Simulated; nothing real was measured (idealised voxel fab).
The document below concerns the process module designated voxel wiring stack.
Displayed cross-section: cut, width of 220 nm, square cells sized 5 nm.
Bands, listed from the top down, are how a cross-section gets written in this document; the cross-section itself is a grid of square cells, and a band is one or more rows of them.
Band: top height; bottom height; in nm. Then, left to right: material with width in nm, for each material. "throughout": a single material spanning edge to edge. "blank": empty space.
Heights are measured from 0, the level below which the as-received wafer is all one material; the lowest band has no bottom and continues downward, written as in "top 0, no bottom".
Per-row width for "30..40": begins at first number (top row of band), ends at second number (bottom row), increment between rows held constant.
When a step is marked "nothing different", none of the cells in the cross-section changed during that step.
"Sealed-off cavities": sealed empty spaces, 8 cells or more, no open way to top, listed width x height at distance, with distance from the left edge and width, height and distance in nm.
Read whatever lies past the settings on a step's line as the simulator's own remark about the step.
The line of a step may include "overlay nm". On a step with a mask, this value is how far to the right of its planned place the mask lay. A negative value means the mask lay to the left.

## The process steps that were planned are listed below
step 1: RECEIVE, material Si
step 2: CONFORMAL_DEP, material SiO2, thk nm 15
step 3: CONFORMAL_DEP, material SiCN, thk nm 5
step 4: DIRECTIONAL_DEP, material lowk, thk nm 15
step 5: PATTERN, tone open, mask id METAL_1, material resist, width nm 25, pitch nm 45, thk nm 15, overlay nm 0
step 6: DIRECTIONAL_ETCH, etch materials lowk, depth nm 15
step 7: DIRECTIONAL_ETCH, etch materials SiCN, depth nm 5
step 8: STRIP, etch materials resist
step 9: CONFORMAL_DEP, material TiN, thk nm 5
step 10: FILL_DEP, material Cu, thk nm 10
step 11: CMP, height nm 35
step 12: EPI, material Ru, thk nm 5
step 13: FILL_DEP, material SiCN, thk nm 5
step 14: DIRECTIONAL_DEP, material lowk, thk nm 20
step 15: PATTERN, tone open, mask id PLUG_1, material resist, width nm 15, thk nm 20, overlay nm 0
step 16: DIRECTIONAL_ETCH, etch materials lowk, depth nm 20
step 17: DIRECTIONAL_ETCH, etch materials SiCN, depth nm 5
step 18: STRIP, etch materials resist
step 19: CONFORMAL_DEP, material TiN, thk nm 5
step 20: FILL_DEP, material Cu, thk nm 10
step 21: CMP, height nm 65
step 22: CONFORMAL_DEP, material SiCN, thk nm 5
step 23: DIRECTIONAL_DEP, material lowk, thk nm 20
step 24: PATTERN, tone open, mask id METAL_2, material resist, width nm 25, pitch nm 45, thk nm 15, overlay nm 0
step 25: DIRECTIONAL_ETCH, etch materials lowk, depth nm 20
step 26: DIRECTIONAL_ETCH, etch materials SiCN, depth nm 5
step 27: STRIP, etch materials resist
step 28: CONFORMAL_DEP, material TiN, thk nm 5
step 29: FILL_DEP, material Cu, thk nm 5
step 30: CMP, height nm 90
step 31: EPI, material Ru, thk nm 5
step 32: FILL_DEP, material SiCN, thk nm 5
step 33: DIRECTIONAL_DEP, material SiO2, thk nm 30
step 34: PATTERN, tone open, mask id METAL_3_HOLES, material resist, width nm 15, thk nm 20, overlay nm 0
step 35: DIRECTIONAL_ETCH, etch materials SiO2, depth nm 30
step 36: STRIP, etch materials resist
step 37: PATTERN, tone open, mask id METAL_3, material resist, width nm 25, pitch nm 45, thk nm 20, overlay nm 0
step 38: DIRECTIONAL_ETCH, etch materials SiO2, depth nm 15
step 39: DIRECTIONAL_ETCH, etch materials SiCN, depth nm 5
step 40: STRIP, etch materials resist
step 41: CONFORMAL_DEP, material TiN, thk nm 5
step 42: FILL_DEP, material Cu, thk nm 10
step 43: CMP, height nm 130
step 44: CONFORMAL_DEP, material SiCN, thk nm 5
step 45: DIRECTIONAL_DEP, material lowk, thk nm 30
step 46: PATTERN, tone open, mask id METAL_4, material resist, width nm 25, pitch nm 45, thk nm 15, overlay nm 0
step 47: DIRECTIONAL_ETCH, etch materials lowk, depth nm 15
step 48: STRIP, etch materials resist
step 49: PATTERN, tone open, mask id METAL_4_HOLES, material resist, width nm 15, pitch nm 45, thk nm 15, overlay nm -15
step 50: DIRECTIONAL_ETCH, etch materials lowk, depth nm 15
step 51: DIRECTIONAL_ETCH, etch materials SiCN, depth nm 5
step 52: STRIP, etch materials resist
step 53: CONFORMAL_DEP, material TiN, thk nm 5
step 54: FILL_DEP, material Cu, thk nm 5
step 55: CMP, height nm 165
step 56: CONFORMAL_DEP, material SiCN, thk nm 5
Where the wafers of this document differ is in the overlay nm of step 49; they start out the same, and the plan states the value that applied to the first wafer.

## First of several wafers (as received, post step 1), cross-sectional view
* top 0, no bottom  Si throughout
* Sealed-off cavities: none

## Per wafer (row), end of module: delta in cells per material since receipt, (+) for gained, (-) for lost; closed voids after that
overlay nm -15 | +86 Cu | +28 Ru | +298 SiCN | +357 SiO2 | +109 TiN | +618 lowk | Sealed-off cavities: none
overlay nm -10 | +82 Cu | +28 Ru | +296 SiCN | +357 SiO2 | +115 TiN | +618 lowk | Sealed-off cavities: none
overlay nm -5 | +78 Cu | +28 Ru | +294 SiCN | +357 SiO2 | +121 TiN | +618 lowk | Sealed-off cavities: none
overlay nm 0 | +82 Cu | +28 Ru | +292 SiCN | +357 SiO2 | +119 TiN | +618 lowk | Sealed-off cavities: none
overlay nm 5 | +82 Cu | +28 Ru | +292 SiCN | +357 SiO2 | +119 TiN | +618 lowk | Sealed-off cavities: none
overlay nm 10 | +82 Cu | +28 Ru | +292 SiCN | +357 SiO2 | +119 TiN | +618 lowk | Sealed-off cavities: none
overlay nm 15 | +78 Cu | +28 Ru | +294 SiCN | +357 SiO2 | +121 TiN | +618 lowk | Sealed-off cavities: none
